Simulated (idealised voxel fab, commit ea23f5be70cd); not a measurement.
The process module that follows is named voxel capacitor over wiring.
In the cross-section labelled cut, the width is 295 nm and each square cell is 5 nm.
If you're reading a cross-section in this doc, picture square cells in a grid; it comes to you as bands, top ones listed first down to the bottom, and a band can be one or more rows of cells. Top, bottom (nm), then materials left to right with widths (nm); lone material tagged "edge to edge" fills the whole band edge to edge; "empty" = empty space. All heights in this document are referenced to 0, defined as the level beneath which the wafer, as received, consists entirely of one material. The lowest band is not bounded below; it extends indefinitely downward and is written in the form "0 down". You'd read "30->40" like this: the band's top row of cells is as wide as the first number, its bottom row is as wide as the second, and going down, every row changes width by the same amount as the row before did. No cell of the cross-section changed in a step that is given as "no alteration". Empty spaces without an open route to the top, at least 8 cells in extent, make up the entry "Completely enclosed voids"; each is given as width x height at distance, where the distance is measured from the left edge, and all are in nm. If you see something after the settings on a step's line, that's the simulator's own remark about that step. overlay nm: how far to the right of its planned place the mask lay on this masked step (negative: to the left).

-- Set out below are the planned steps of the process
| 1 | RECEIVE | material Si |
| 2 | CONFORMAL_DEP | material SiO2 | thk nm 10 |
| 3 | CONFORMAL_DEP | material SiCN | thk nm 5 |
| 4 | DIRECTIONAL_DEP | material SiO2 | thk nm 25 |
| 5 | MASKED_ETCH | tone open | mask id METAL_1 | width nm 20 | pitch nm 85 | etch materials SiO2 | depth nm 25 | overlay nm 0 |
| 6 | MASKED_ETCH | tone open | mask id METAL_1 | width nm 20 | pitch nm 85 | etch materials SiCN | depth nm 5 | overlay nm 0 |
| 7 | CONFORMAL_DEP | material TiN | thk nm 5 |
| 8 | FILL_DEP | material W | thk nm 5 |
| 9 | CMP | height nm 40 |
| 10 | CONFORMAL_DEP | material SiCN | thk nm 5 |
| 11 | DIRECTIONAL_DEP | material lowk | thk nm 10 |
| 12 | DIRECTIONAL_DEP | material aC | thk nm 10 |
| 13 | PATTERN | tone open | mask id PLUG_1 | material resist | width nm 15 | thk nm 30 | overlay nm 0 |
| 14 | DIRECTIONAL_ETCH | etch materials aC | depth nm 10 |
| 15 | STRIP | etch materials resist |
| 16 | DIRECTIONAL_ETCH | etch materials lowk | depth nm 10 |
| 17 | DIRECTIONAL_ETCH | etch materials SiCN | depth nm 5 |
| 18 | STRIP | etch materials aC |
| 19 | EPI | material Ru | thk nm 10 |
| 20 | EPI | material Ru | thk nm 5 |
| 21 | DIRECTIONAL_DEP | material TiN | thk nm 10 |
| 22 | DIRECTIONAL_DEP | material HfO2 | thk nm 5 |
| 23 | DIRECTIONAL_DEP | material TiN | thk nm 5 |
| 24 | MASKED_ETCH | tone cover | mask id UPPER_PLATE | width nm 70 | etch materials TiN | depth nm 5 | overlay nm 0 |
| 25 | MASKED_ETCH | tone cover | mask id UPPER_PLATE | width nm 70 | etch materials HfO2 | depth nm 5 | overlay nm 0 |
| 26 | MASKED_ETCH | tone cover | mask id LOWER_PLATE | width nm 80 | etch materials TiN | depth nm 10 | overlay nm 0 |
| 27 | FILL_DEP | material SiO2 | thk nm 15 |
| 28 | CMP | height nm 85 |
| 29 | PATTERN | tone open | mask id PLUG_2 | material resist | width nm 15 | thk nm 20 | overlay nm 0 |
| 30 | DIRECTIONAL_ETCH | etch materials SiO2 | depth nm 10 |
| 31 | STRIP | etch materials resist |
| 32 | CONFORMAL_DEP | material TiN | thk nm 5 |
| 33 | FILL_DEP | material Ru | thk nm 5 |
| 34 | CMP | height nm 85 |
| 35 | CONFORMAL_DEP | material SiCN | thk nm 5 |
The thk nm used in step 10 is not the same on every wafer, whereas the starting condition is; the value printed in the plan is the first wafer's.

-- Incoming state of the first of several wafers in cross-section: after step 1
    0 down: Si edge to edge
    Completely enclosed voids: none

-- End of module: cross-section of the first of several wafers after step 35, the last step
    90 to 85: SiCN edge to edge
    85 to 80: SiO2 110  TiN 5  Ru 5  TiN 5  SiO2 170
    80 to 70: SiO2 110->100  TiN 15->70  SiO2 170->125
    70 to 65: SiO2 100  HfO2 70  SiO2 125
    65 to 55: SiO2 95  TiN 80  SiO2 120
    55 to 45: lowk 100  Ru 15  lowk 180
    45 to 40: SiCN 100  Ru 15  SiCN 180
    40 to 15: SiO2 95  TiN 5  W 10  TiN 5  SiO2 65  TiN 5  W 10  TiN 5  SiO2 95
    15 to 10: SiCN 95  TiN 20  SiCN 65  TiN 20  SiCN 95
    10 to 0: SiO2 edge to edge
    0 down: Si edge to edge
    Completely enclosed voids: none

-- Last wafer of the set, cross-sectioned at end of module
    90 to 85: SiCN edge to edge
    85 to 80: SiO2 110  TiN 5  HfO2 55  SiO2 125
    80 to 75: SiO2 95  TiN 5  SiO2 10  TiN 65  SiO2 120
    75 to 70: SiO2 95  TiN 80  SiO2 120
    70 to 65: lowk 100  HfO2 15  lowk 180
    65 to 60: lowk 100  TiN 15  lowk 180
    60 to 55: SiCN 100  TiN 15  SiCN 180
    55 to 40: SiCN edge to edge
    40 to 15: SiO2 95  TiN 5  W 10  TiN 5  SiO2 65  TiN 5  W 10  TiN 5  SiO2 95
    15 to 10: SiCN 95  TiN 20  SiCN 65  TiN 20  SiCN 95
    10 to 0: SiO2 edge to edge
    0 down: Si edge to edge
    Completely enclosed voids: none

-- The rows of the table below are wafers. Looking at the end of the module, a row counts, for every material, the cells the wafer has gained, shown as (+), or lost, shown as (-), since it was received; its closed voids come next
thk nm 5; +14 HfO2; +10 Ru; +166 SiCN; +661 SiO2; +79 TiN; +20 W; +112 lowk; Completely enclosed voids: none
thk nm 10; +14 HfO2; +225 SiCN; +613 SiO2; +78 TiN; +20 W; +112 lowk; Completely enclosed voids: none
thk nm 15; +14 HfO2; +284 SiCN; +556 SiO2; +76 TiN; +20 W; +112 lowk; Completely enclosed voids: none
thk nm 20; +14 HfO2; +343 SiCN; +508 SiO2; +65 TiN; +20 W; +112 lowk; Completely enclosed voids: none
